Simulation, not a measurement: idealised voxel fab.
Process module under the name voxel air gaps
The cross-section on display is named cut; it measures 165 nm wide, and its cells are 5 nm squares.
If you're reading a cross-section in this doc, picture square cells in a grid; it comes to you as bands, top ones listed first down to the bottom, and a band can be one or more rows of cells.
Quick guide to a band line: top height, bottom height (nm) up front; then every material left to right with its width in nm. Only one material and it's marked "edge to edge"? Then it fills the band edge to edge. And "air" just means empty space.
A quick word on heights: they are counted from 0, and under that level the wafer as it came to us is one material throughout. The lowest band is different from the rest in having no bottom; it simply continues downward, written as in "0 nm and below".
It should be noted that a width expressed as "30..40" varies in equal increments from row to row of cells within the band, taking the value of the first number at the top row and that of the second number at the bottom row.
The designation "nothing altered", where it is given for a processing step, indicates that no cell of the cross-section was altered in the course of that step.
Each empty space that has no open way to the top and spans at least 8 cells appears under "Closed void list" as width x height at distance, the distance counted from the left edge, all in nm.
The remark found on a step's line after its settings is issued by the simulator itself and pertains to that step.
"overlay nm" answers the question of how far to the right of plan the mask lay on a step that has a mask, and when it is negative the answer is to the left.

The following list gives the planned process steps
1) RECEIVE | material Si
2) CONFORMAL_DEP | material SiO2 | thk nm 15
3) CONFORMAL_DEP | material SiCN | thk nm 5
4) DIRECTIONAL_DEP | material SiO2 | thk nm 35
5) MASKED_ETCH | tone open | mask id LINES | width nm 20 | pitch nm 45 | etch materials SiO2 | depth nm 35 | overlay nm 0
6) CONFORMAL_DEP | material TiN | thk nm 5
7) FILL_DEP | material Cu | thk nm 5
8) CMP | height nm 55
9) EPI | material Ru | thk nm 10
10) SELECTIVE_ETCH | etch materials SiO2 | depth nm 45
11) CONFORMAL_DEP | material SiCN | thk nm 5

First of two wafers, with the run carried out as planned

Incoming wafer in cross-section (state: after step 1)
* 0 nm and below | Si edge to edge
* Closed void list: none

You're looking at a cross-section of the wafer after step 2
* 15 nm to 0 nm | SiO2 edge to edge
* Unchanged below 0.

You're looking at a cross-section of the wafer after step 3
* 20 nm to 15 nm | SiCN edge to edge
* Unchanged below 15.

You're looking at a cross-section of the wafer after step 4
* 55 nm to 20 nm | SiO2 edge to edge
* Unchanged below 20.

You're looking at a cross-section of the wafer after step 5
* 55 nm to 20 nm | SiO2: 25 | air: 20 | SiO2: 25 | air: 20 | SiO2: 25 | air: 20 | SiO2: 30
* Unchanged below 20.

You're looking at a cross-section of the wafer after step 6
* 60 nm to 55 nm | TiN: 30 | air: 10 | TiN: 35 | air: 10 | TiN: 35 | air: 10 | TiN: 35
* 55 nm to 25 nm | SiO2: 25 | TiN: 5 | air: 10 | TiN: 5 | SiO2: 25 | TiN: 5 | air: 10 | TiN: 5 | SiO2: 25 | TiN: 5 | air: 10 | TiN: 5 | SiO2: 30
* 25 nm to 20 nm | SiO2: 25 | TiN: 20 | SiO2: 25 | TiN: 20 | SiO2: 25 | TiN: 20 | SiO2: 30
* Unchanged below 20.

You're looking at a cross-section of the wafer after step 7
* 65 nm to 60 nm | Cu edge to edge
* 60 nm to 55 nm | TiN: 30 | Cu: 10 | TiN: 35 | Cu: 10 | TiN: 35 | Cu: 10 | TiN: 35
* 55 nm to 25 nm | SiO2: 25 | TiN: 5 | Cu: 10 | TiN: 5 | SiO2: 25 | TiN: 5 | Cu: 10 | TiN: 5 | SiO2: 25 | TiN: 5 | Cu: 10 | TiN: 5 | SiO2: 30
* Unchanged below 25.

You're looking at a cross-section of the wafer after step 8
* 55 nm to 25 nm | SiO2: 25 | TiN: 5 | Cu: 10 | TiN: 5 | SiO2: 25 | TiN: 5 | Cu: 10 | TiN: 5 | SiO2: 25 | TiN: 5 | Cu: 10 | TiN: 5 | SiO2: 30
* Unchanged below 25.

You're looking at a cross-section of the wafer after step 9
* 65 nm to 55 nm | air: 15 | Ru: 40 | air: 5 | Ru: 40 | air: 5 | Ru: 40 | air: 20
* Unchanged below 55.

You're looking at a cross-section of the wafer after step 10
* 65 nm to 55 nm | air: 15 | Ru: 40 | air: 5 | Ru: 40 | air: 5 | Ru: 40 | air: 20
* 55 nm to 25 nm | air: 25 | TiN: 5 | Cu: 10 | TiN: 5 | air: 25 | TiN: 5 | Cu: 10 | TiN: 5 | air: 25 | TiN: 5 | Cu: 10 | TiN: 5 | air: 30
* 25 nm to 20 nm | air: 25 | TiN: 20 | air: 25 | TiN: 20 | air: 25 | TiN: 20 | air: 30
* Unchanged below 20.

You're looking at a cross-section of the wafer after step 11
* 70 nm to 65 nm | air: 10 | SiCN: 140 | air: 15
* 65 nm to 55 nm | air: 10 | SiCN: 5 | Ru: 40 | SiCN: 5 | Ru: 40 | SiCN: 5 | Ru: 40 | SiCN: 5 | air: 15
* 55 nm to 50 nm | air: 10 | SiCN: 15 | TiN: 5 | Cu: 10 | TiN: 5 | SiCN: 25 | TiN: 5 | Cu: 10 | TiN: 5 | SiCN: 25 | TiN: 5 | Cu: 10 | TiN: 5 | SiCN: 15 | air: 15
* 50 nm to 25 nm | air: 20 | SiCN: 5 | TiN: 5 | Cu: 10 | TiN: 5 | SiCN: 5 | air: 15 | SiCN: 5 | TiN: 5 | Cu: 10 | TiN: 5 | SiCN: 5 | air: 15 | SiCN: 5 | TiN: 5 | Cu: 10 | TiN: 5 | SiCN: 5 | air: 25
* 25 nm to 20 nm | SiCN: 25 | TiN: 20 | SiCN: 25 | TiN: 20 | SiCN: 25 | TiN: 20 | SiCN: 30
* Unchanged below 20.
* Closed void list: 15 x 25 at 50; 15 x 25 at 95

Now the other wafer: same start, same recipe, but we messed up one thing when running it. Up to and including step 8 it's the same as the first one

Second wafer at the planned finish of step 9, seen in cross-section
* 75 nm to 55 nm | air: 5 | Ru: 150 | air: 10
* Unchanged below 55.

Second wafer at the planned finish of step 10, seen in cross-section
* 75 nm to 55 nm | air: 5 | Ru: 150 | air: 10
* 55 nm to 25 nm | air: 25 | TiN: 5 | Cu: 10 | TiN: 5 | SiO2: 25 | TiN: 5 | Cu: 10 | TiN: 5 | SiO2: 25 | TiN: 5 | Cu: 10 | TiN: 5 | air: 30
* 25 nm to 20 nm | air: 25 | TiN: 20 | SiO2: 25 | TiN: 20 | SiO2: 25 | TiN: 20 | air: 30
* Unchanged below 20.

Second wafer at the planned finish of step 11, seen in cross-section
* 80 nm to 75 nm | SiCN: 160 | air: 5
* 75 nm to 55 nm | SiCN: 5 | Ru: 150 | SiCN: 5 | air: 5
* 55 nm to 50 nm | SiCN: 25 | TiN: 5 | Cu: 10 | TiN: 5 | SiO2: 25 | TiN: 5 | Cu: 10 | TiN: 5 | SiO2: 25 | TiN: 5 | Cu: 10 | TiN: 5 | SiCN: 25 | air: 5
* 50 nm to 25 nm | air: 20 | SiCN: 5 | TiN: 5 | Cu: 10 | TiN: 5 | SiO2: 25 | TiN: 5 | Cu: 10 | TiN: 5 | SiO2: 25 | TiN: 5 | Cu: 10 | TiN: 5 | SiCN: 5 | air: 25
* 25 nm to 20 nm | SiCN: 25 | TiN: 20 | SiO2: 25 | TiN: 20 | SiO2: 25 | TiN: 20 | SiCN: 30
* Unchanged below 20.
* Closed void list: 20 x 25 at 0
In executing the process, a mistake was made relative to the plan: step 9 of the plan saw execution twice
Final comparison by cell count, materials where the second wafer has more or fewer than the first: 72 more of Ru | 32 fewer of SiCN | 70 more of SiO2
Final closed voids: first wafer 2, second wafer 1.
